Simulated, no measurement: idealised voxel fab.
The name of this process module is voxel self aligned vias.
Pictured: cross-section cut, 300 nm wide, on a grid of 5 nm square cells.
Cross-section, as written here: a square-cell grid given band by band from the top down, where a band holds one or more rows of cells. Basically the band line says how high the top is and how high the bottom is, in nm, and then what's in it from left to right, every material with its width in nm. Empty space shows up as "empty", and if a single material carries "edge to edge" it runs the full band edge to edge. Note: height 0 marks the level under which the wafer is uniformly one material as received. Lowest band unbounded below, written "0 and below". The notation "30..40" denotes a width that varies across the rows of cells in the band, beginning at the first number in the top row, finishing at the second number in the bottom row, and changing by an identical amount from each row to the next. What does "nothing different" mean for a step? It means no cell of the cross-section changed in that step. For the entry "Enclosed internal voids", the listed items are empty spaces with no open way to the top whose size is 8 cells or more; each item follows the pattern width x height at distance, where distance is from the left edge and all three are in nm. That trailing text on a step's line, after the settings, is the simulator's own remark on the step. On any step carrying a mask, the "overlay nm" setting, if present on the step's line, tells how far right of its planned place the mask lay; negative values point to the left.

# These are the steps we planned for the process
1: RECEIVE (material Si)
2: CONFORMAL_DEP (material SiO2; thk nm 10)
3: CONFORMAL_DEP (material SiCN; thk nm 5)
4: DIRECTIONAL_DEP (material SiO2; thk nm 30)
5: DIRECTIONAL_DEP (material aC; thk nm 15)
6: PATTERN (tone open; mask id LINES; material resist; width nm 20; pitch nm 55; thk nm 30; overlay nm 0)
7: DIRECTIONAL_ETCH (etch materials aC; depth nm 15)
8: STRIP (etch materials resist)
9: DIRECTIONAL_ETCH (etch materials SiO2; depth nm 30)
10: STRIP (etch materials aC)
11: CONFORMAL_DEP (material TiN; thk nm 5)
12: FILL_DEP (material Ru; thk nm 10)
13: CMP (height nm 45)
14: SELECTIVE_ETCH (etch materials W Ru TiN; depth nm 5)
15: FILL_DEP (material SiN; thk nm 5)
16: CMP (height nm 45)
17: DIRECTIONAL_DEP (material SiO2; thk nm 15)
18: MASKED_ETCH (tone open; mask id VIAS; width nm 30; pitch nm 55; etch materials SiO2; depth nm 15; overlay nm 0)
19: MASKED_ETCH (tone open; mask id VIAS; width nm 30; pitch nm 55; etch materials SiN; depth nm 5; overlay nm 0)
20: CONFORMAL_DEP (material TiN; thk nm 5)
21: FILL_DEP (material Cu; thk nm 5)
22: CMP (height nm 60)
23: CONFORMAL_DEP (material SiCN; thk nm 5)

# First of two wafers, with the run carried out as planned

# So this is the incoming wafer in cross-section - it's already been through step 1
0 and below | Si edge to edge
Enclosed internal voids: none

# So this is the wafer cross-section right after step 2
10 down to 0 | SiO2 edge to edge
All layers under 0 are left as they were.

# So this is the wafer cross-section right after step 3
15 down to 10 | SiCN edge to edge
All layers under 10 are left as they were.

# So this is the wafer cross-section right after step 4
45 down to 15 | SiO2 edge to edge
All layers under 15 are left as they were.

# So this is the wafer cross-section right after step 5
60 down to 45 | aC edge to edge
All layers under 45 are left as they were.

# So this is the wafer cross-section right after step 6
90 down to 60 | 85 of resist, then 20 of empty, then 35 of resist, then 20 of empty, then 35 of resist, then 20 of empty, then 85 of resist
All layers under 60 are left as they were.

# So this is the wafer cross-section right after step 7
75 down to 60 | 85 of resist, then 20 of empty, then 35 of resist, then 20 of empty, then 35 of resist, then 20 of empty, then 85 of resist
60 down to 45 | 85 of aC, then 20 of empty, then 35 of aC, then 20 of empty, then 35 of aC, then 20 of empty, then 85 of aC
All layers under 45 are left as they were.

# So this is the wafer cross-section right after step 8
60 down to 45 | 85 of aC, then 20 of empty, then 35 of aC, then 20 of empty, then 35 of aC, then 20 of empty, then 85 of aC
All layers under 45 are left as they were.

# So this is the wafer cross-section right after step 9
60 down to 45 | 85 of aC, then 20 of empty, then 35 of aC, then 20 of empty, then 35 of aC, then 20 of empty, then 85 of aC
45 down to 15 | 85 of SiO2, then 20 of empty, then 35 of SiO2, then 20 of empty, then 35 of SiO2, then 20 of empty, then 85 of SiO2
All layers under 15 are left as they were.

# So this is the wafer cross-section right after step 10
45 down to 15 | 85 of SiO2, then 20 of empty, then 35 of SiO2, then 20 of empty, then 35 of SiO2, then 20 of empty, then 85 of SiO2
All layers under 15 are left as they were.

# So this is the wafer cross-section right after step 11
50 down to 45 | 90 of TiN, then 10 of empty, then 45 of TiN, then 10 of empty, then 45 of TiN, then 10 of empty, then 90 of TiN
45 down to 20 | 85 of SiO2, then 5 of TiN, then 10 of empty, then 5 of TiN, then 35 of SiO2, then 5 of TiN, then 10 of empty, then 5 of TiN, then 35 of SiO2, then 5 of TiN, then 10 of empty, then 5 of TiN, then 85 of SiO2
20 down to 15 | 85 of SiO2, then 20 of TiN, then 35 of SiO2, then 20 of TiN, then 35 of SiO2, then 20 of TiN, then 85 of SiO2
All layers under 15 are left as they were.

# So this is the wafer cross-section right after step 12
60 down to 50 | Ru edge to edge
50 down to 45 | 90 of TiN, then 10 of Ru, then 45 of TiN, then 10 of Ru, then 45 of TiN, then 10 of Ru, then 90 of TiN
45 down to 20 | 85 of SiO2, then 5 of TiN, then 10 of Ru, then 5 of TiN, then 35 of SiO2, then 5 of TiN, then 10 of Ru, then 5 of TiN, then 35 of SiO2, then 5 of TiN, then 10 of Ru, then 5 of TiN, then 85 of SiO2
All layers under 20 are left as they were.

# So this is the wafer cross-section right after step 13
45 down to 20 | 85 of SiO2, then 5 of TiN, then 10 of Ru, then 5 of TiN, then 35 of SiO2, then 5 of TiN, then 10 of Ru, then 5 of TiN, then 35 of SiO2, then 5 of TiN, then 10 of Ru, then 5 of TiN, then 85 of SiO2
All layers under 20 are left as they were.

# So this is the wafer cross-section right after step 14
45 down to 40 | 85 of SiO2, then 20 of empty, then 35 of SiO2, then 20 of empty, then 35 of SiO2, then 20 of empty, then 85 of SiO2
All layers under 40 are left as they were.

# So this is the wafer cross-section right after step 15
50 down to 45 | SiN edge to edge
45 down to 40 | 85 of SiO2, then 20 of SiN, then 35 of SiO2, then 20 of SiN, then 35 of SiO2, then 20 of SiN, then 85 of SiO2
All layers under 40 are left as they were.

# So this is the wafer cross-section right after step 16
45 down to 40 | 85 of SiO2, then 20 of SiN, then 35 of SiO2, then 20 of SiN, then 35 of SiO2, then 20 of SiN, then 85 of SiO2
All layers under 40 are left as they were.

# So this is the wafer cross-section right after step 17
60 down to 45 | SiO2 edge to edge
All layers under 45 are left as they were.

# So this is the wafer cross-section right after step 18
60 down to 45 | 80 of SiO2, then 30 of empty, then 25 of SiO2, then 30 of empty, then 25 of SiO2, then 30 of empty, then 80 of SiO2
All layers under 45 are left as they were.

# So this is the wafer cross-section right after step 19
60 down to 45 | 80 of SiO2, then 30 of empty, then 25 of SiO2, then 30 of empty, then 25 of SiO2, then 30 of empty, then 80 of SiO2
45 down to 40 | 85 of SiO2, then 20 of empty, then 35 of SiO2, then 20 of empty, then 35 of SiO2, then 20 of empty, then 85 of SiO2
All layers under 40 are left as they were.

# So this is the wafer cross-section right after step 20
65 down to 60 | 85 of TiN, then 20 of empty, then 35 of TiN, then 20 of empty, then 35 of TiN, then 20 of empty, then 85 of TiN
60 down to 50 | 80 of SiO2, then 5 of TiN, then 20 of empty, then 5 of TiN, then 25 of SiO2, then 5 of TiN, then 20 of empty, then 5 of TiN, then 25 of SiO2, then 5 of TiN, then 20 of empty, then 5 of TiN, then 80 of SiO2
50 down to 45 | 80 of SiO2, then 10 of TiN, then 10 of empty, then 10 of TiN, then 25 of SiO2, then 10 of TiN, then 10 of empty, then 10 of TiN, then 25 of SiO2, then 10 of TiN, then 10 of empty, then 10 of TiN, then 80 of SiO2
45 down to 40 | 85 of SiO2, then 20 of TiN, then 35 of SiO2, then 20 of TiN, then 35 of SiO2, then 20 of TiN, then 85 of SiO2
All layers under 40 are left as they were.

# So this is the wafer cross-section right after step 21
70 down to 65 | Cu edge to edge
65 down to 60 | 85 of TiN, then 20 of Cu, then 35 of TiN, then 20 of Cu, then 35 of TiN, then 20 of Cu, then 85 of TiN
60 down to 50 | 80 of SiO2, then 5 of TiN, then 20 of Cu, then 5 of TiN, then 25 of SiO2, then 5 of TiN, then 20 of Cu, then 5 of TiN, then 25 of SiO2, then 5 of TiN, then 20 of Cu, then 5 of TiN, then 80 of SiO2
50 down to 45 | 80 of SiO2, then 10 of TiN, then 10 of Cu, then 10 of TiN, then 25 of SiO2, then 10 of TiN, then 10 of Cu, then 10 of TiN, then 25 of SiO2, then 10 of TiN, then 10 of Cu, then 10 of TiN, then 80 of SiO2
All layers under 45 are left as they were.

# So this is the wafer cross-section right after step 22
60 down to 50 | 80 of SiO2, then 5 of TiN, then 20 of Cu, then 5 of TiN, then 25 of SiO2, then 5 of TiN, then 20 of Cu, then 5 of TiN, then 25 of SiO2, then 5 of TiN, then 20 of Cu, then 5 of TiN, then 80 of SiO2
All layers under 50 are left as they were.

# So this is the wafer cross-section right after step 23
65 down to 60 | SiCN edge to edge
All layers under 60 are left as they were.

# Wafer two. Same start, same plan, one slip in execution. Same as wafer one through step 1, inclusive

when step 2 should have ended: nothing different

# when step 3 should have ended
5 down to 0 | SiCN edge to edge
All layers under 0 are left as they were.

# when step 4 should have ended
35 down to 5 | SiO2 edge to edge
All layers under 5 are left as they were.

# when step 5 should have ended
50 down to 35 | aC edge to edge
All layers under 35 are left as they were.

# when step 6 should have ended
80 down to 50 | 85 of resist, then 20 of empty, then 35 of resist, then 20 of empty, then 35 of resist, then 20 of empty, then 85 of resist
All layers under 50 are left as they were.

# when step 7 should have ended
65 down to 50 | 85 of resist, then 20 of empty, then 35 of resist, then 20 of empty, then 35 of resist, then 20 of empty, then 85 of resist
50 down to 35 | 85 of aC, then 20 of empty, then 35 of aC, then 20 of empty, then 35 of aC, then 20 of empty, then 85 of aC
All layers under 35 are left as they were.

# when step 8 should have ended
50 down to 35 | 85 of aC, then 20 of empty, then 35 of aC, then 20 of empty, then 35 of aC, then 20 of empty, then 85 of aC
All layers under 35 are left as they were.

# when step 9 should have ended
50 down to 35 | 85 of aC, then 20 of empty, then 35 of aC, then 20 of empty, then 35 of aC, then 20 of empty, then 85 of aC
35 down to 5 | 85 of SiO2, then 20 of empty, then 35 of SiO2, then 20 of empty, then 35 of SiO2, then 20 of empty, then 85 of SiO2
All layers under 5 are left as they were.

# when step 10 should have ended
35 down to 5 | 85 of SiO2, then 20 of empty, then 35 of SiO2, then 20 of empty, then 35 of SiO2, then 20 of empty, then 85 of SiO2
All layers under 5 are left as they were.

# when step 11 should have ended
40 down to 35 | 90 of TiN, then 10 of empty, then 45 of TiN, then 10 of empty, then 45 of TiN, then 10 of empty, then 90 of TiN
35 down to 10 | 85 of SiO2, then 5 of TiN, then 10 of empty, then 5 of TiN, then 35 of SiO2, then 5 of TiN, then 10 of empty, then 5 of TiN, then 35 of SiO2, then 5 of TiN, then 10 of empty, then 5 of TiN, then 85 of SiO2
10 down to 5 | 85 of SiO2, then 20 of TiN, then 35 of SiO2, then 20 of TiN, then 35 of SiO2, then 20 of TiN, then 85 of SiO2
All layers under 5 are left as they were.

# when step 12 should have ended
50 down to 40 | Ru edge to edge
40 down to 35 | 90 of TiN, then 10 of Ru, then 45 of TiN, then 10 of Ru, then 45 of TiN, then 10 of Ru, then 90 of TiN
35 down to 10 | 85 of SiO2, then 5 of TiN, then 10 of Ru, then 5 of TiN, then 35 of SiO2, then 5 of TiN, then 10 of Ru, then 5 of TiN, then 35 of SiO2, then 5 of TiN, then 10 of Ru, then 5 of TiN, then 85 of SiO2
All layers under 10 are left as they were.

# when step 13 should have ended
45 down to 40 | Ru edge to edge
All layers under 40 are left as they were.

# when step 14 should have ended
40 down to 35 | 90 of TiN, then 10 of Ru, then 45 of TiN, then 10 of Ru, then 45 of TiN, then 10 of Ru, then 90 of TiN
All layers under 35 are left as they were.

# when step 15 should have ended
45 down to 40 | SiN edge to edge
All layers under 40 are left as they were.

when step 16 should have ended: nothing different

# when step 17 should have ended
60 down to 45 | SiO2 edge to edge
All layers under 45 are left as they were.

# when step 18 should have ended
60 down to 45 | 80 of SiO2, then 30 of empty, then 25 of SiO2, then 30 of empty, then 25 of SiO2, then 30 of empty, then 80 of SiO2
All layers under 45 are left as they were.

# when step 19 should have ended
60 down to 45 | 80 of SiO2, then 30 of empty, then 25 of SiO2, then 30 of empty, then 25 of SiO2, then 30 of empty, then 80 of SiO2
45 down to 40 | 80 of SiN, then 30 of empty, then 25 of SiN, then 30 of empty, then 25 of SiN, then 30 of empty, then 80 of SiN
All layers under 40 are left as they were.

# when step 20 should have ended
65 down to 60 | 85 of TiN, then 20 of empty, then 35 of TiN, then 20 of empty, then 35 of TiN, then 20 of empty, then 85 of TiN
60 down to 45 | 80 of SiO2, then 5 of TiN, then 20 of empty, then 5 of TiN, then 25 of SiO2, then 5 of TiN, then 20 of empty, then 5 of TiN, then 25 of SiO2, then 5 of TiN, then 20 of empty, then 5 of TiN, then 80 of SiO2
45 down to 40 | 80 of SiN, then 30 of TiN, then 25 of SiN, then 30 of TiN, then 25 of SiN, then 30 of TiN, then 80 of SiN
All layers under 40 are left as they were.

# when step 21 should have ended
70 down to 65 | Cu edge to edge
65 down to 60 | 85 of TiN, then 20 of Cu, then 35 of TiN, then 20 of Cu, then 35 of TiN, then 20 of Cu, then 85 of TiN
60 down to 45 | 80 of SiO2, then 5 of TiN, then 20 of Cu, then 5 of TiN, then 25 of SiO2, then 5 of TiN, then 20 of Cu, then 5 of TiN, then 25 of SiO2, then 5 of TiN, then 20 of Cu, then 5 of TiN, then 80 of SiO2
All layers under 45 are left as they were.

# when step 22 should have ended
60 down to 45 | 80 of SiO2, then 5 of TiN, then 20 of Cu, then 5 of TiN, then 25 of SiO2, then 5 of TiN, then 20 of Cu, then 5 of TiN, then 25 of SiO2, then 5 of TiN, then 20 of Cu, then 5 of TiN, then 80 of SiO2
All layers under 45 are left as they were.

# when step 23 should have ended
65 down to 60 | SiCN edge to edge
All layers under 60 are left as they were.
Deviation noted in wafer processing: step 2 of the plan did not run at all; it was left out
at the end the second wafer has, in cells: Cu +6, Ru +12, SiN +42, SiO2 -120, TiN +60
